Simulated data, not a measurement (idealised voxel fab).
process module | voxel wiring stack
The width of the displayed cross-section, cut, is 140 nm; its cells are square, with a size of 5 nm.
Notation: cross-section as square-cell grid; stated in bands, top first, going down; one or more cell rows per band.
The entry gives the band's vertical extent as a top height and a bottom height in nm, then its horizontal make-up as materials from left to right, each with a width in nm. "air" stands for empty space; a single material marked "full width" fills the band edge to edge.
Measure heights from 0. That's the level where, below it, the as-received wafer is all one material. The lowest band is bottomless and extends downward; write it as in "0 -> down".
Width: "30->40" (first number = top row, second number = bottom row, same change from row to row of cells).
When a step is marked "all unchanged", none of the cells in the cross-section changed during that step.
In "Closed void register" the enclosed voids are listed, meaning empty spaces of 8 cells or larger without any opening to the top. The form is width x height at distance, distance from the left edge, units nm.
Post-settings text on a step line: simulator's own remark regarding the step.
The "overlay nm" setting may appear on a step's line; for a step that uses a mask, it gives how far to the right of its planned position the mask lay, and a negative value indicates the left.

# Planned step list for the process
- 1: RECEIVE | material Si
- 2: CONFORMAL_DEP | material SiO2 | thk nm 15
- 3: DIRECTIONAL_DEP | material TiN | thk nm 5
- 4: DIRECTIONAL_DEP | material W | thk nm 15
- 5: PATTERN | tone cover | mask id METAL_1 | material resist | width nm 20 | pitch nm 40 | thk nm 20 | overlay nm 0
- 6: DIRECTIONAL_ETCH | etch materials W | depth nm 15
- 7: DIRECTIONAL_ETCH | etch materials TiN | depth nm 5
- 8: STRIP | etch materials resist
- 9: FILL_DEP | material SiO2 | thk nm 5
- 10: CMP | height nm 35
- 11: CONFORMAL_DEP | material SiCN | thk nm 5
- 12: DIRECTIONAL_DEP | material lowk | thk nm 35
- 13: MASKED_ETCH | tone open | mask id METAL_2_HOLES | width nm 15 | pitch nm 40 | etch materials lowk | depth nm 35 | overlay nm 0
- 14: PATTERN | tone open | mask id METAL_2 | material resist | width nm 20 | pitch nm 40 | thk nm 15 | overlay nm 0
- 15: DIRECTIONAL_ETCH | etch materials lowk | depth nm 20
- 16: DIRECTIONAL_ETCH | etch materials SiCN | depth nm 5
- 17: STRIP | etch materials resist
- 18: CONFORMAL_DEP | material TiN | thk nm 5
- 19: FILL_DEP | material Ru | thk nm 5
- 20: CMP | height nm 75
- 21: CONFORMAL_DEP | material SiN | thk nm 5

# First out of two wafers; run went to plan

# Cross-section of the wafer upon arrival, representing the state reached after step 1
- 0 -> down = Si full width
- Closed void register: none

# Upon completion of step 2, the wafer appears in cross-section as shown
- 15 -> 0 = SiO2 full width
- All layers under 0 are left as they were.

# Upon completion of step 3, the wafer appears in cross-section as shown
- 20 -> 15 = TiN full width
- All layers under 15 are left as they were.

# Upon completion of step 4, the wafer appears in cross-section as shown
- 35 -> 20 = W full width
- All layers under 20 are left as they were.

# Upon completion of step 5, the wafer appears in cross-section as shown
- 55 -> 35 = air 20 nm, resist 20 nm, air 20 nm, resist 20 nm, air 20 nm, resist 20 nm, air 20 nm
- All layers under 35 are left as they were.

# Upon completion of step 6, the wafer appears in cross-section as shown
- 55 -> 35 = air 20 nm, resist 20 nm, air 20 nm, resist 20 nm, air 20 nm, resist 20 nm, air 20 nm
- 35 -> 20 = air 20 nm, W 20 nm, air 20 nm, W 20 nm, air 20 nm, W 20 nm, air 20 nm
- All layers under 20 are left as they were.

# Upon completion of step 7, the wafer appears in cross-section as shown
- 55 -> 35 = air 20 nm, resist 20 nm, air 20 nm, resist 20 nm, air 20 nm, resist 20 nm, air 20 nm
- 35 -> 20 = air 20 nm, W 20 nm, air 20 nm, W 20 nm, air 20 nm, W 20 nm, air 20 nm
- 20 -> 15 = air 20 nm, TiN 20 nm, air 20 nm, TiN 20 nm, air 20 nm, TiN 20 nm, air 20 nm
- All layers under 15 are left as they were.

# Upon completion of step 8, the wafer appears in cross-section as shown
- 35 -> 20 = air 20 nm, W 20 nm, air 20 nm, W 20 nm, air 20 nm, W 20 nm, air 20 nm
- All layers under 20 are left as they were.

# Upon completion of step 9, the wafer appears in cross-section as shown
- 40 -> 35 = SiO2 full width
- 35 -> 20 = SiO2 20 nm, W 20 nm, SiO2 20 nm, W 20 nm, SiO2 20 nm, W 20 nm, SiO2 20 nm
- 20 -> 15 = SiO2 20 nm, TiN 20 nm, SiO2 20 nm, TiN 20 nm, SiO2 20 nm, TiN 20 nm, SiO2 20 nm
- All layers under 15 are left as they were.

# Upon completion of step 10, the wafer appears in cross-section as shown
- 35 -> 20 = SiO2 20 nm, W 20 nm, SiO2 20 nm, W 20 nm, SiO2 20 nm, W 20 nm, SiO2 20 nm
- All layers under 20 are left as they were.

# Upon completion of step 11, the wafer appears in cross-section as shown
- 40 -> 35 = SiCN full width
- All layers under 35 are left as they were.

# Upon completion of step 12, the wafer appears in cross-section as shown
- 75 -> 40 = lowk full width
- All layers under 40 are left as they were.

# Upon completion of step 13, the wafer appears in cross-section as shown
- 75 -> 40 = lowk 20 nm, air 15 nm, lowk 25 nm, air 15 nm, lowk 25 nm, air 15 nm, lowk 25 nm
- All layers under 40 are left as they were.

# Upon completion of step 14, the wafer appears in cross-section as shown
- 90 -> 75 = resist 20 nm, air 20 nm, resist 20 nm, air 20 nm, resist 20 nm, air 20 nm, resist 20 nm
- All layers under 75 are left as they were.

# Upon completion of step 15, the wafer appears in cross-section as shown
- 90 -> 75 = resist 20 nm, air 20 nm, resist 20 nm, air 20 nm, resist 20 nm, air 20 nm, resist 20 nm
- 75 -> 55 = lowk 20 nm, air 20 nm, lowk 20 nm, air 20 nm, lowk 20 nm, air 20 nm, lowk 20 nm
- All layers under 55 are left as they were.

# Upon completion of step 16, the wafer appears in cross-section as shown
- 90 -> 75 = resist 20 nm, air 20 nm, resist 20 nm, air 20 nm, resist 20 nm, air 20 nm, resist 20 nm
- 75 -> 55 = lowk 20 nm, air 20 nm, lowk 20 nm, air 20 nm, lowk 20 nm, air 20 nm, lowk 20 nm
- 55 -> 40 = lowk 20 nm, air 15 nm, lowk 25 nm, air 15 nm, lowk 25 nm, air 15 nm, lowk 25 nm
- 40 -> 35 = SiCN 20 nm, air 15 nm, SiCN 25 nm, air 15 nm, SiCN 25 nm, air 15 nm, SiCN 25 nm
- All layers under 35 are left as they were.

# Upon completion of step 17, the wafer appears in cross-section as shown
- 75 -> 55 = lowk 20 nm, air 20 nm, lowk 20 nm, air 20 nm, lowk 20 nm, air 20 nm, lowk 20 nm
- All layers under 55 are left as they were.

# Upon completion of step 18, the wafer appears in cross-section as shown
- 80 -> 75 = TiN 25 nm, air 10 nm, TiN 30 nm, air 10 nm, TiN 30 nm, air 10 nm, TiN 25 nm
- 75 -> 60 = lowk 20 nm, TiN 5 nm, air 10 nm, TiN 5 nm, lowk 20 nm, TiN 5 nm, air 10 nm, TiN 5 nm, lowk 20 nm, TiN 5 nm, air 10 nm, TiN 5 nm, lowk 20 nm
- 60 -> 55 = lowk 20 nm, TiN 5 nm, air 5 nm, TiN 10 nm, lowk 20 nm, TiN 5 nm, air 5 nm, TiN 10 nm, lowk 20 nm, TiN 5 nm, air 5 nm, TiN 10 nm, lowk 20 nm
- 55 -> 40 = lowk 20 nm, TiN 5 nm, air 5 nm, TiN 5 nm, lowk 25 nm, TiN 5 nm, air 5 nm, TiN 5 nm, lowk 25 nm, TiN 5 nm, air 5 nm, TiN 5 nm, lowk 25 nm
- 40 -> 35 = SiCN 20 nm, TiN 15 nm, SiCN 25 nm, TiN 15 nm, SiCN 25 nm, TiN 15 nm, SiCN 25 nm
- All layers under 35 are left as they were.

# Upon completion of step 19, the wafer appears in cross-section as shown
- 85 -> 80 = Ru full width
- 80 -> 75 = TiN 25 nm, Ru 10 nm, TiN 30 nm, Ru 10 nm, TiN 30 nm, Ru 10 nm, TiN 25 nm
- 75 -> 60 = lowk 20 nm, TiN 5 nm, Ru 10 nm, TiN 5 nm, lowk 20 nm, TiN 5 nm, Ru 10 nm, TiN 5 nm, lowk 20 nm, TiN 5 nm, Ru 10 nm, TiN 5 nm, lowk 20 nm
- 60 -> 55 = lowk 20 nm, TiN 5 nm, Ru 5 nm, TiN 10 nm, lowk 20 nm, TiN 5 nm, Ru 5 nm, TiN 10 nm, lowk 20 nm, TiN 5 nm, Ru 5 nm, TiN 10 nm, lowk 20 nm
- 55 -> 40 = lowk 20 nm, TiN 5 nm, Ru 5 nm, TiN 5 nm, lowk 25 nm, TiN 5 nm, Ru 5 nm, TiN 5 nm, lowk 25 nm, TiN 5 nm, Ru 5 nm, TiN 5 nm, lowk 25 nm
- All layers under 40 are left as they were.

# Upon completion of step 20, the wafer appears in cross-section as shown
- 75 -> 60 = lowk 20 nm, TiN 5 nm, Ru 10 nm, TiN 5 nm, lowk 20 nm, TiN 5 nm, Ru 10 nm, TiN 5 nm, lowk 20 nm, TiN 5 nm, Ru 10 nm, TiN 5 nm, lowk 20 nm
- All layers under 60 are left as they were.

# Upon completion of step 21, the wafer appears in cross-section as shown
- 80 -> 75 = SiN full width
- All layers under 75 are left as they were.

# Second Wafer (Identical Start and Plan, One Processing Error; Matches First Wafer Through Step 2)

The second wafer in cross-section, at the planned close of step 3: all unchanged

# The second wafer in cross-section, at the planned close of step 4
- 30 -> 15 = W full width
- All layers under 15 are left as they were.

# The second wafer in cross-section, at the planned close of step 5
- 50 -> 30 = air 20 nm, resist 20 nm, air 20 nm, resist 20 nm, air 20 nm, resist 20 nm, air 20 nm
- All layers under 30 are left as they were.

# The second wafer in cross-section, at the planned close of step 6
- 50 -> 30 = air 20 nm, resist 20 nm, air 20 nm, resist 20 nm, air 20 nm, resist 20 nm, air 20 nm
- 30 -> 15 = air 20 nm, W 20 nm, air 20 nm, W 20 nm, air 20 nm, W 20 nm, air 20 nm
- All layers under 15 are left as they were.

The second wafer in cross-section, at the planned close of step 7: all unchanged

# The second wafer in cross-section, at the planned close of step 8
- 30 -> 15 = air 20 nm, W 20 nm, air 20 nm, W 20 nm, air 20 nm, W 20 nm, air 20 nm
- All layers under 15 are left as they were.

# The second wafer in cross-section, at the planned close of step 9
- 35 -> 30 = SiO2 full width
- 30 -> 15 = SiO2 20 nm, W 20 nm, SiO2 20 nm, W 20 nm, SiO2 20 nm, W 20 nm, SiO2 20 nm
- All layers under 15 are left as they were.

The second wafer in cross-section, at the planned close of step 10: all unchanged

# The second wafer in cross-section, at the planned close of step 11
- 40 -> 35 = SiCN full width
- All layers under 35 are left as they were.

# The second wafer in cross-section, at the planned close of step 12
- 75 -> 40 = lowk full width
- All layers under 40 are left as they were.

# The second wafer in cross-section, at the planned close of step 13
- 75 -> 40 = lowk 20 nm, air 15 nm, lowk 25 nm, air 15 nm, lowk 25 nm, air 15 nm, lowk 25 nm
- All layers under 40 are left as they were.

# The second wafer in cross-section, at the planned close of step 14
- 90 -> 75 = resist 20 nm, air 20 nm, resist 20 nm, air 20 nm, resist 20 nm, air 20 nm, resist 20 nm
- All layers under 75 are left as they were.

# The second wafer in cross-section, at the planned close of step 15
- 90 -> 75 = resist 20 nm, air 20 nm, resist 20 nm, air 20 nm, resist 20 nm, air 20 nm, resist 20 nm
- 75 -> 55 = lowk 20 nm, air 20 nm, lowk 20 nm, air 20 nm, lowk 20 nm, air 20 nm, lowk 20 nm
- All layers under 55 are left as they were.

# The second wafer in cross-section, at the planned close of step 16
- 90 -> 75 = resist 20 nm, air 20 nm, resist 20 nm, air 20 nm, resist 20 nm, air 20 nm, resist 20 nm
- 75 -> 55 = lowk 20 nm, air 20 nm, lowk 20 nm, air 20 nm, lowk 20 nm, air 20 nm, lowk 20 nm
- 55 -> 40 = lowk 20 nm, air 15 nm, lowk 25 nm, air 15 nm, lowk 25 nm, air 15 nm, lowk 25 nm
- 40 -> 35 = SiCN 20 nm, air 15 nm, SiCN 25 nm, air 15 nm, SiCN 25 nm, air 15 nm, SiCN 25 nm
- All layers under 35 are left as they were.

# The second wafer in cross-section, at the planned close of step 17
- 75 -> 55 = lowk 20 nm, air 20 nm, lowk 20 nm, air 20 nm, lowk 20 nm, air 20 nm, lowk 20 nm
- All layers under 55 are left as they were.

# The second wafer in cross-section, at the planned close of step 18
- 80 -> 75 = TiN 25 nm, air 10 nm, TiN 30 nm, air 10 nm, TiN 30 nm, air 10 nm, TiN 25 nm
- 75 -> 60 = lowk 20 nm, TiN 5 nm, air 10 nm, TiN 5 nm, lowk 20 nm, TiN 5 nm, air 10 nm, TiN 5 nm, lowk 20 nm, TiN 5 nm, air 10 nm, TiN 5 nm, lowk 20 nm
- 60 -> 55 = lowk 20 nm, TiN 5 nm, air 5 nm, TiN 10 nm, lowk 20 nm, TiN 5 nm, air 5 nm, TiN 10 nm, lowk 20 nm, TiN 5 nm, air 5 nm, TiN 10 nm, lowk 20 nm
- 55 -> 40 = lowk 20 nm, TiN 5 nm, air 5 nm, TiN 5 nm, lowk 25 nm, TiN 5 nm, air 5 nm, TiN 5 nm, lowk 25 nm, TiN 5 nm, air 5 nm, TiN 5 nm, lowk 25 nm
- 40 -> 35 = SiCN 20 nm, TiN 15 nm, SiCN 25 nm, TiN 15 nm, SiCN 25 nm, TiN 15 nm, SiCN 25 nm
- All layers under 35 are left as they were.

# The second wafer in cross-section, at the planned close of step 19
- 85 -> 80 = Ru full width
- 80 -> 75 = TiN 25 nm, Ru 10 nm, TiN 30 nm, Ru 10 nm, TiN 30 nm, Ru 10 nm, TiN 25 nm
- 75 -> 60 = lowk 20 nm, TiN 5 nm, Ru 10 nm, TiN 5 nm, lowk 20 nm, TiN 5 nm, Ru 10 nm, TiN 5 nm, lowk 20 nm, TiN 5 nm, Ru 10 nm, TiN 5 nm, lowk 20 nm
- 60 -> 55 = lowk 20 nm, TiN 5 nm, Ru 5 nm, TiN 10 nm, lowk 20 nm, TiN 5 nm, Ru 5 nm, TiN 10 nm, lowk 20 nm, TiN 5 nm, Ru 5 nm, TiN 10 nm, lowk 20 nm
- 55 -> 40 = lowk 20 nm, TiN 5 nm, Ru 5 nm, TiN 5 nm, lowk 25 nm, TiN 5 nm, Ru 5 nm, TiN 5 nm, lowk 25 nm, TiN 5 nm, Ru 5 nm, TiN 5 nm, lowk 25 nm
- All layers under 40 are left as they were.

# The second wafer in cross-section, at the planned close of step 20
- 75 -> 60 = lowk 20 nm, TiN 5 nm, Ru 10 nm, TiN 5 nm, lowk 20 nm, TiN 5 nm, Ru 10 nm, TiN 5 nm, lowk 20 nm, TiN 5 nm, Ru 10 nm, TiN 5 nm, lowk 20 nm
- All layers under 60 are left as they were.

# The second wafer in cross-section, at the planned close of step 21
- 80 -> 75 = SiN full width
- All layers under 75 are left as they were.
What broke from the plan during processing? step 3 in the plan did not get run; it was skipped
Once processing is complete, comparing cell counts shows that the second wafer has more or fewer of certain materials than the first: 12 more of SiO2, 12 fewer of TiN
